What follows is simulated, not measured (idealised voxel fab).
process module | voxel self aligned vias
cross-section cut | 190 nm wide | cells 5 nm
A cross-section is a grid of square cells, given in bands from the top down. A band is one or more rows of cells.
Each band's line starts with the height of the band's top and of its bottom, in nm. Then come its materials from left to right, each with its width in nm. One material with "throughout" fills the band from edge to edge. "air" is empty space.
Height 0 is the level under which the wafer as received is all one material. The lowest band goes on downwards, as in "0 down".
A width such as "30 to 40" changes by the same amount from each row of cells to the next, from the band's top row to its bottom row.
"no change" after a step means that no cell of the cross-section changed.
closed voids: empty space of 8 cells or more with no open way to the top, each as width x height at its distance from the left edge, in nm
after a step's settings: what the simulator itself notes on the step
overlay nm, on a step with a mask: how far to the right of its planned place the mask lay; to the left if negative
plan
1 op RECEIVE | material Si
2 op CONFORMAL_DEP | material SiO2 | thk nm 15
3 op CONFORMAL_DEP | material SiCN | thk nm 5
4 op DIRECTIONAL_DEP | material lowk | thk nm 25
5 op PATTERN | tone open | mask id LINES | material resist | width nm 30 | pitch nm 55 | thk nm 15 | overlay nm 0
6 op DIRECTIONAL_ETCH | etch materials lowk | depth nm 25
7 op STRIP | etch materials resist
8 op CONFORMAL_DEP | material TiN | thk nm 5
9 op FILL_DEP | material W | thk nm 10
10 op CMP | height nm 45
11 op SELECTIVE_ETCH | etch materials W Ru TiN | depth nm 5
12 op FILL_DEP | material SiN | thk nm 10
13 op CMP | height nm 45
14 op DIRECTIONAL_DEP | material lowk | thk nm 15
15 op MASKED_ETCH | tone open | mask id VIAS | width nm 40 | pitch nm 55 | etch materials lowk | depth nm 15 | overlay nm 0
16 op MASKED_ETCH | tone open | mask id VIAS | width nm 40 | pitch nm 55 | etch materials SiN | depth nm 5 | overlay nm -15
17 op CONFORMAL_DEP | material TiN | thk nm 5
18 op FILL_DEP | material Ru | thk nm 5
19 op CMP | height nm 60
20 op CONFORMAL_DEP | material SiCN | thk nm 5
varied across the wafers: overlay nm of step 16. The plan shows the first wafer's value. All wafers start alike
first wafer as received, after step 1
  0 down: Si throughout
  closed voids: none
each wafer at the end: cells of each material gained (+) or lost (-) since it was received, then its closed voids
overlay nm -15 | +28 Ru | +76 SiCN | +4 SiN | +114 SiO2 | +52 TiN | +24 W | +196 lowk | closed voids: none
overlay nm -10 | +30 Ru | +76 SiCN | +2 SiN | +114 SiO2 | +52 TiN | +24 W | +196 lowk | closed voids: none
overlay nm -5 | +32 Ru | +76 SiCN | +114 SiO2 | +52 TiN | +24 W | +196 lowk | closed voids: none
overlay nm 0 | +32 Ru | +76 SiCN | +114 SiO2 | +52 TiN | +24 W | +196 lowk | closed voids: none
overlay nm 5 | +32 Ru | +76 SiCN | +114 SiO2 | +52 TiN | +24 W | +196 lowk | closed voids: none
overlay nm 10 | +30 Ru | +76 SiCN | +2 SiN | +114 SiO2 | +52 TiN | +24 W | +196 lowk | closed voids: none
overlay nm 15 | +28 Ru | +76 SiCN | +4 SiN | +114 SiO2 | +52 TiN | +24 W | +196 lowk | closed voids: none
